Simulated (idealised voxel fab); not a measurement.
A process module follows: voxel tone inversion.
Displayed cross-section: cut, width of 220 nm, square cells sized 5 nm.
Notation: cross-section as square-cell grid; stated in bands, top first, going down; one or more cell rows per band. This entry defines a band. It first specifies the height of the band's top and the height of its bottom in nm, and then specifies the band's materials from left to right, stating each material with its width in nm. The word "edge to edge" identifies a single material that fills the band from edge to edge, while the word "empty" identifies empty space. Height datum 0, below which the as-received substrate wafer is one material. Lowest band open at the bottom, running downward: "0 -> down". A width such as "30->40" changes by the same amount from each row of cells to the next, from the band's top row to its bottom row. Reading "all unchanged" for a step: not a cell of the cross-section changed in it. Any empty space of 8 cells or more lacking an open way to the top shows up in "Sealed internal voids" as width x height at distance, distance from the left edge, in nm. Step line, after settings: the simulator's comment on this step. overlay nm: on a step with a mask, how far right of its planned place the mask lay; negative means left.
Planned step list for the process
1) RECEIVE [material Si]
2) CONFORMAL_DEP [material SiN] [thk nm 5]
3) DIRECTIONAL_DEP [material aC] [thk nm 20]
4) PATTERN [tone cover] [mask id POSTS] [material resist] [width nm 20] [pitch nm 40] [thk nm 30] [overlay nm 0]
5) DIRECTIONAL_ETCH [etch materials aC] [depth nm 20]
6) STRIP [etch materials resist]
7) FILL_DEP [material lowk] [thk nm 5]
8) CMP [height nm 25]
9) STRIP [etch materials aC]
10) CONFORMAL_DEP [material TiN] [thk nm 5]
11) FILL_DEP [material Cu] [thk nm 10]
12) CMP [height nm 25]
13) CONFORMAL_DEP [material SiCN] [thk nm 5]
Wafer as received: cross-section following step 1
> 0 -> down | Si edge to edge
> Sealed internal voids: none
Module complete - cross-section of the first of two wafers, run according to plan
> 30 -> 25 | SiCN edge to edge
> 25 -> 10 | 80 of lowk, 5 of TiN, 10 of Cu, 5 of TiN, 20 of lowk, 5 of TiN, 10 of Cu, 5 of TiN, 80 of lowk
> 10 -> 5 | 80 of lowk, 20 of TiN, 20 of lowk, 20 of TiN, 80 of lowk
> 5 -> 0 | SiN edge to edge
> 0 -> down | Si edge to edge
> Sealed internal voids: none
Cross-sectional view: second of two wafers, end of module; start and plan identical to the first, one mistake in running
> 30 -> 25 | SiCN edge to edge
> 25 -> 10 | 85 of TiN, 10 of Cu, 30 of TiN, 10 of Cu, 85 of TiN
> 10 -> 5 | TiN edge to edge
> 5 -> 0 | SiN edge to edge
> 0 -> down | Si edge to edge
> Sealed internal voids: none
Nonconformance to the process plan: step 7 went in with a setting other than planned; the actual run was FILL_DEP [material TiN] [thk nm 5]
Final wafer comparison in cells, second versus first, more or fewer per material: TiN: 144 more | lowk: 144 fewer
